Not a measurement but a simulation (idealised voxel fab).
Title: Process Module voxel air gaps
In the cross-section labelled cut, the width is 280 nm and each square cell is 5 nm.
A cross-section is a grid of square cells, given in bands from the top down. A band is one or more rows of cells. Top, bottom (nm), then materials left to right with widths (nm); lone material tagged "full width" fills the whole band edge to edge; "air" = empty space. Heights are measured from 0, the level below which the as-received wafer is all one material; the lowest band has no bottom and continues downward, written as in "from 0 down". Top row gets the first number, bottom row gets the second, and each row in between changes by the same step: that is how a band width like "30 to 40" works. "stayed the same" for a step: no cell of the cross-section changed in that step. Empty spaces counting at least 8 cells and having no open way to the top are listed in "Closed void roster". The notation width x height at distance is used for each, the distance being from the left edge and all three values in nm. Formally, on a step line, whatever follows the settings is a remark that the simulator itself makes on the step. overlay nm: step with mask; distance mask lay right of planned place; negative value = left of planned place.
BELOW IS THE LIST OF PLANNED PROCESS STEPS
1 RECEIVE with material Si
2 CONFORMAL_DEP with material SiO2, thk nm 10
3 CONFORMAL_DEP with material SiCN, thk nm 5
4 DIRECTIONAL_DEP with material SiO2, thk nm 35
5 MASKED_ETCH with tone open, mask id LINES, width nm 25, pitch nm 50, etch materials SiO2, depth nm 35, overlay nm 0
6 CONFORMAL_DEP with material TiN, thk nm 5
7 FILL_DEP with material Cu, thk nm 10
8 CMP with height nm 50
9 EPI with material Ru, thk nm 10
10 SELECTIVE_ETCH with etch materials SiO2, depth nm 45
11 CONFORMAL_DEP with material SiCN, thk nm 5
FIRST WAFER OF TWO (RUN AS PLANNED)
AS-RECEIVED WAFER CROSS-SECTION (AFTER STEP 1)
	from 0 down: Si full width
	Closed void roster: none
AFTER STEP 2, IN CROSS-SECTION
	from 10 to 0: SiO2 full width
	Below 0, the layers are the same as they were.
AFTER STEP 3, IN CROSS-SECTION
	from 15 to 10: SiCN full width
	Below 10, the layers are the same as they were.
AFTER STEP 4, IN CROSS-SECTION
	from 50 to 15: SiO2 full width
	Below 15, the layers are the same as they were.
AFTER STEP 5, IN CROSS-SECTION
	from 50 to 15: SiO2: 50  air: 25  SiO2: 25  air: 25  SiO2: 25  air: 25  SiO2: 25  air: 25  SiO2: 55
	Below 15, the layers are the same as they were.
AFTER STEP 6, IN CROSS-SECTION
	from 55 to 50: TiN: 55  air: 15  TiN: 35  air: 15  TiN: 35  air: 15  TiN: 35  air: 15  TiN: 60
	from 50 to 20: SiO2: 50  TiN: 5  air: 15  TiN: 5  SiO2: 25  TiN: 5  air: 15  TiN: 5  SiO2: 25  TiN: 5  air: 15  TiN: 5  SiO2: 25  TiN: 5  air: 15  TiN: 5  SiO2: 55
	from 20 to 15: SiO2: 50  TiN: 25  SiO2: 25  TiN: 25  SiO2: 25  TiN: 25  SiO2: 25  TiN: 25  SiO2: 55
	Below 15, the layers are the same as they were.
AFTER STEP 7, IN CROSS-SECTION
	from 65 to 55: Cu full width
	from 55 to 50: TiN: 55  Cu: 15  TiN: 35  Cu: 15  TiN: 35  Cu: 15  TiN: 35  Cu: 15  TiN: 60
	from 50 to 20: SiO2: 50  TiN: 5  Cu: 15  TiN: 5  SiO2: 25  TiN: 5  Cu: 15  TiN: 5  SiO2: 25  TiN: 5  Cu: 15  TiN: 5  SiO2: 25  TiN: 5  Cu: 15  TiN: 5  SiO2: 55
	Below 20, the layers are the same as they were.
AFTER STEP 8, IN CROSS-SECTION
	from 50 to 20: SiO2: 50  TiN: 5  Cu: 15  TiN: 5  SiO2: 25  TiN: 5  Cu: 15  TiN: 5  SiO2: 25  TiN: 5  Cu: 15  TiN: 5  SiO2: 25  TiN: 5  Cu: 15  TiN: 5  SiO2: 55
	Below 20, the layers are the same as they were.
AFTER STEP 9, IN CROSS-SECTION
	from 60 to 50: air: 40  Ru: 45  air: 5  Ru: 45  air: 5  Ru: 45  air: 5  Ru: 45  air: 45
	Below 50, the layers are the same as they were.
AFTER STEP 10, IN CROSS-SECTION
	from 60 to 50: air: 40  Ru: 45  air: 5  Ru: 45  air: 5  Ru: 45  air: 5  Ru: 45  air: 45
	from 50 to 20: air: 50  TiN: 5  Cu: 15  TiN: 5  air: 25  TiN: 5  Cu: 15  TiN: 5  air: 25  TiN: 5  Cu: 15  TiN: 5  air: 25  TiN: 5  Cu: 15  TiN: 5  air: 55
	from 20 to 15: air: 50  TiN: 25  air: 25  TiN: 25  air: 25  TiN: 25  air: 25  TiN: 25  air: 55
	Below 15, the layers are the same as they were.
AFTER STEP 11, IN CROSS-SECTION
	from 65 to 60: air: 35  SiCN: 205  air: 40
	from 60 to 50: air: 35  SiCN: 5  Ru: 45  SiCN: 5  Ru: 45  SiCN: 5  Ru: 45  SiCN: 5  Ru: 45  SiCN: 5  air: 40
	from 50 to 45: air: 35  SiCN: 15  TiN: 5  Cu: 15  TiN: 5  SiCN: 25  TiN: 5  Cu: 15  TiN: 5  SiCN: 25  TiN: 5  Cu: 15  TiN: 5  SiCN: 25  TiN: 5  Cu: 15  TiN: 5  SiCN: 15  air: 40
	from 45 to 20: air: 45  SiCN: 5  TiN: 5  Cu: 15  TiN: 5  SiCN: 5  air: 15  SiCN: 5  TiN: 5  Cu: 15  TiN: 5  SiCN: 5  air: 15  SiCN: 5  TiN: 5  Cu: 15  TiN: 5  SiCN: 5  air: 15  SiCN: 5  TiN: 5  Cu: 15  TiN: 5  SiCN: 5  air: 50
	from 20 to 15: SiCN: 50  TiN: 25  SiCN: 25  TiN: 25  SiCN: 25  TiN: 25  SiCN: 25  TiN: 25  SiCN: 55
	Below 15, the layers are the same as they were.
	Closed void roster: 15 x 25 at 80; 15 x 25 at 130; 15 x 25 at 180
SECOND WAFER (IDENTICAL START AND PLAN, ONE PROCESSING ERROR; MATCHES FIRST WAFER THROUGH STEP 7)
Second wafer, cross-section, planned end of step 8: stayed the same
SECOND WAFER, CROSS-SECTION, PLANNED END OF STEP 9
	from 75 to 65: Ru full width
	Below 65, the layers are the same as they were.
Second wafer, cross-section, planned end of step 10: stayed the same
SECOND WAFER, CROSS-SECTION, PLANNED END OF STEP 11
	from 80 to 75: SiCN full width
	Below 75, the layers are the same as they were.
What was done differently from what was planned? step 8 from the plan never happened, it was just skipped
Final comparison by cell count, materials where the second wafer has more or fewer than the first: 124 more of Cu; 40 more of Ru; 92 fewer of SiCN; 252 more of SiO2; 44 more of TiN
At the end, the first wafer has 3 closed voids and the second wafer has 0.
